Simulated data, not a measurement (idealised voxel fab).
The document below concerns the process module designated voxel transistor to metal.
285 nm wide, 5 nm square cells: that's cross-section cut.
A cross-section is written here as square cells arranged in a grid, and it is given in bands from the top down, each band taking up one or more rows of cells.
Band: top height; bottom height; in nm. Then, left to right: material with width in nm, for each material. "everywhere": a single material spanning edge to edge. "air": empty space.
Beneath 0, the wafer as received is one material, and that level is where height counting begins. The lowest band goes on downward without a bottom; it is written like "0..down".
It should be noted that a width expressed as "30->40" varies in equal increments from row to row of cells within the band, taking the value of the first number at the top row and that of the second number at the bottom row.
The designation "nothing got changed", where it is given for a processing step, indicates that no cell of the cross-section was altered in the course of that step.
The entry "Cavities, closed" lists the empty spaces that cover at least 8 cells and have no open path to the top. Each is written as width x height at distance, where the distance is measured from the left edge and all three values are in nm.
Note: text after step settings on the step line = simulator remark on that step.
overlay nm: for a step with a mask, the amount by which the mask lay right of where it was planned; a negative amount means left of it.

# Steps planned for the process
step 1: RECEIVE with material Si
step 2: OXIDIZE with depth nm 5
step 3: CONFORMAL_DEP with material SiN, thk nm 10
step 4: MASKED_ETCH with tone cover, mask id ACTIVE, width nm 110, pitch nm 140, etch materials SiN, depth nm 10, overlay nm 0
step 5: MASKED_ETCH with tone cover, mask id ACTIVE, width nm 110, pitch nm 140, etch materials SiO2, depth nm 5, overlay nm 0
step 6: MASKED_ETCH with tone cover, mask id ACTIVE, width nm 110, pitch nm 140, etch materials Si, depth nm 35, overlay nm 0
step 7: OXIDIZE with depth nm 5
step 8: FILL_DEP with material SiO2, thk nm 5
step 9: CMP with height nm 10
step 10: SELECTIVE_ETCH with etch materials SiO2, depth nm 10
step 11: STRIP with etch materials SiN
step 12: SELECTIVE_ETCH with etch materials SiO2, depth nm 5
step 13: OXIDIZE with depth nm 5
step 14: DIRECTIONAL_DEP with material polySi, thk nm 30
step 15: DIRECTIONAL_DEP with material SiCN, thk nm 15
step 16: DIRECTIONAL_DEP with material aC, thk nm 15
step 17: PATTERN with tone cover, mask id GATE, material resist, width nm 20, pitch nm 140, thk nm 30, overlay nm 0
step 18: DIRECTIONAL_ETCH with etch materials aC, depth nm 15
step 19: STRIP with etch materials resist
step 20: DIRECTIONAL_ETCH with etch materials SiCN, depth nm 25
step 21: DIRECTIONAL_ETCH with etch materials polySi, depth nm 40
step 22: STRIP with etch materials aC
step 23: CONFORMAL_DEP with material SiO2, thk nm 5
step 24: DIRECTIONAL_ETCH with etch materials SiO2, depth nm 5
step 25: CONFORMAL_DEP with material SiN, thk nm 5
step 26: DIRECTIONAL_ETCH with etch materials SiN, depth nm 5
step 27: DIRECTIONAL_ETCH with etch materials SiO2, depth nm 5
step 28: EPI with material pSi, thk nm 5
step 29: FILL_DEP with material SiO2, thk nm 10
step 30: CMP with height nm 40
step 31: DIRECTIONAL_DEP with material SiO2, thk nm 15
step 32: PATTERN with tone open, mask id CONTACT, material resist, width nm 20, pitch nm 70, thk nm 20, overlay nm 0
step 33: DIRECTIONAL_ETCH with etch materials SiO2, depth nm 60
step 34: STRIP with etch materials resist
step 35: CONFORMAL_DEP with material TiN, thk nm 5
step 36: FILL_DEP with material W, thk nm 5
step 37: CMP with height nm 55
step 38: CONFORMAL_DEP with material SiCN, thk nm 5
step 39: DIRECTIONAL_DEP with material SiO2, thk nm 20
step 40: PATTERN with tone open, mask id METAL_1, material resist, width nm 20, pitch nm 70, thk nm 15, overlay nm 0
step 41: DIRECTIONAL_ETCH with etch materials SiO2, depth nm 20
step 42: DIRECTIONAL_ETCH with etch materials SiCN, depth nm 5
step 43: STRIP with etch materials resist
step 44: CONFORMAL_DEP with material TiN, thk nm 5
step 45: FILL_DEP with material Cu, thk nm 10
step 46: CMP with height nm 80
step 47: CONFORMAL_DEP with material SiN, thk nm 5

# As received (post step 1): cross-section
    0..down | Si everywhere
    Cavities, closed: none

# Wafer cross-section at end of module: start and plan as shown above, one execution error
    85..80 | SiN everywhere
    80..60 | 25 of SiO2; 5 of TiN; 10 of Cu; 5 of TiN; 50 of SiO2; 5 of TiN; 10 of Cu; 5 of TiN; 50 of SiO2; 5 of TiN; 10 of Cu; 5 of TiN; 50 of SiO2; 5 of TiN; 10 of Cu; 5 of TiN; 30 of SiO2
    60..55 | 25 of SiCN; 20 of TiN; 50 of SiCN; 20 of TiN; 50 of SiCN; 20 of TiN; 50 of SiCN; 20 of TiN; 30 of SiCN
    55..40 | 25 of SiO2; 5 of TiN; 10 of W; 5 of TiN; 50 of SiO2; 5 of TiN; 10 of W; 5 of TiN; 50 of SiO2; 5 of TiN; 10 of W; 5 of TiN; 50 of SiO2; 5 of TiN; 10 of W; 5 of TiN; 30 of SiO2
    40..35 | 25 of SiO2; 5 of TiN; 10 of W; 5 of TiN; 5 of SiO2; 5 of SiN; 5 of SiO2; 20 of SiCN; 5 of SiO2; 5 of SiN; 5 of SiO2; 5 of TiN; 10 of W; 5 of TiN; 50 of SiO2; 5 of TiN; 10 of W; 5 of TiN; 5 of SiO2; 5 of SiN; 5 of SiO2; 20 of SiCN; 5 of SiO2; 5 of SiN; 5 of SiO2; 5 of TiN; 10 of W; 5 of TiN; 30 of SiO2
    35..30 | 25 of SiO2; 20 of TiN; 5 of SiO2; 5 of SiN; 5 of SiO2; 20 of SiCN; 5 of SiO2; 5 of SiN; 5 of SiO2; 20 of TiN; 50 of SiO2; 20 of TiN; 5 of SiO2; 5 of SiN; 5 of SiO2; 20 of SiCN; 5 of SiO2; 5 of SiN; 5 of SiO2; 20 of TiN; 30 of SiO2
    30..25 | SiCN everywhere
    25..-5 | polySi everywhere
    -5..-10 | SiO2 everywhere
    -10..-45 | 20 of SiO2; 100 of Si; 40 of SiO2; 100 of Si; 25 of SiO2
    -45..down | Si everywhere
    Cavities, closed: none
Deviation from plan: step 15 of the plan was executed twice over
